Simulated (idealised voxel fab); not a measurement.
process module | voxel tone inversion
cross-section cut | 255 nm wide | cells 5 nm
A cross-section is a grid of square cells, given in bands from the top down. A band is one or more rows of cells.
Each band's line starts with the height of the band's top and of its bottom, in nm. Then come its materials from left to right, each with its width in nm. One material with "throughout" fills the band from edge to edge. "air" is empty space.
Height 0 is the level under which the wafer as received is all one material. The lowest band goes on downwards, as in "0 down".
A width such as "30 to 40" changes by the same amount from each row of cells to the next, from the band's top row to its bottom row.
"no change" after a step means that no cell of the cross-section changed.
closed voids: empty space of 8 cells or more with no open way to the top, each as width x height at its distance from the left edge, in nm
after a step's settings: what the simulator itself notes on the step
overlay nm, on a step with a mask: how far to the right of its planned place the mask lay; to the left if negative
plan
1 op RECEIVE | material Si
2 op CONFORMAL_DEP | material SiN | thk nm 5
3 op DIRECTIONAL_DEP | material polySi | thk nm 20
4 op PATTERN | tone cover | mask id POSTS | material resist | width nm 20 | pitch nm 40 | thk nm 30 | overlay nm 0
5 op DIRECTIONAL_ETCH | etch materials polySi | depth nm 20
6 op STRIP | etch materials resist
7 op FILL_DEP | material lowk | thk nm 5
8 op CMP | height nm 25
9 op STRIP | etch materials polySi
10 op CONFORMAL_DEP | material TiN | thk nm 5
11 op FILL_DEP | material Cu | thk nm 5
12 op CMP | height nm 25
13 op CONFORMAL_DEP | material SiN | thk nm 5
as received, after step 1
  0 down: Si throughout
  closed voids: none
first wafer at the end, as planned
  30 to 25: SiN throughout
  25 to 10: lowk 55 | TiN 5 | Cu 10 | TiN 5 | lowk 20 | TiN 5 | Cu 10 | TiN 5 | lowk 20 | TiN 5 | Cu 10 | TiN 5 | lowk 20 | TiN 5 | Cu 10 | TiN 5 | lowk 60
  10 to 5: lowk 55 | TiN 20 | lowk 20 | TiN 20 | lowk 20 | TiN 20 | lowk 20 | TiN 20 | lowk 60
  5 to 0: SiN throughout
  0 down: Si throughout
  closed voids: none
second wafer at the end: like start, like plan, one mistake
  30 to 20: SiN throughout
  20 to 0: polySi throughout
  0 down: Si throughout
  closed voids: none
what went wrong: steps 2 and 3 were swapped
at the end the second wafer has, in cells: 24 fewer of Cu | 40 fewer of TiN | 140 fewer of lowk | 204 more of polySi
